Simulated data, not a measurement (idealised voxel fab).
process module | voxel quadruple lines
cross-section cut | 275 nm wide | cells 5 nm
A cross-section is a grid of square cells, given in bands from the top down. A band is one or more rows of cells.
Each band's line starts with the height of the band's top and of its bottom, in nm. Then come its materials from left to right, each with its width in nm. One material with "throughout" fills the band from edge to edge. "air" is empty space.
Height 0 is the level under which the wafer as received is all one material. The lowest band goes on downwards, as in "0 down".
A width such as "30 to 40" changes by the same amount from each row of cells to the next, from the band's top row to its bottom row.
"no change" after a step means that no cell of the cross-section changed.
closed voids: empty space of 8 cells or more with no open way to the top, each as width x height at its distance from the left edge, in nm
after a step's settings: what the simulator itself notes on the step
overlay nm, on a step with a mask: how far to the right of its planned place the mask lay; to the left if negative
plan
1 op RECEIVE | material Si
2 op CONFORMAL_DEP | material SiO2 | thk nm 10
3 op DIRECTIONAL_DEP | material Ru | thk nm 10
4 op DIRECTIONAL_DEP | material polySi | thk nm 15
5 op DIRECTIONAL_DEP | material aC | thk nm 25
6 op PATTERN | tone cover | mask id MANDREL | material resist | width nm 15 | thk nm 35 | overlay nm 0
7 op DIRECTIONAL_ETCH | etch materials aC | depth nm 25
8 op STRIP | etch materials resist
9 op CONFORMAL_DEP | material SiO2 | thk nm 15
10 op DIRECTIONAL_ETCH | etch materials SiO2 | depth nm 15
11 op STRIP | etch materials aC
12 op DIRECTIONAL_ETCH | etch materials polySi | depth nm 15
13 op STRIP | etch materials SiO2
14 op CONFORMAL_DEP | material SiCN | thk nm 5
15 op DIRECTIONAL_ETCH | etch materials SiCN | depth nm 5
16 op STRIP | etch materials polySi
17 op DIRECTIONAL_ETCH | etch materials Ru | depth nm 10
18 op STRIP | etch materials SiCN
varied across the wafers: width nm of step 6. The plan shows the first wafer's value. All wafers start alike
first wafer as received, after step 1
  0 down: Si throughout
  closed voids: none
each wafer at the end: cells of each material gained (+) or lost (-) since it was received, then its closed voids
width nm 15 | +8 Ru | +110 SiO2 | closed voids: none
width nm 20 | +8 Ru | +110 SiO2 | closed voids: none
width nm 25 | +8 Ru | +110 SiO2 | closed voids: none
width nm 30 | +8 Ru | +110 SiO2 | closed voids: none
width nm 35 | +8 Ru | +110 SiO2 | closed voids: none
width nm 40 | +8 Ru | +110 SiO2 | closed voids: none
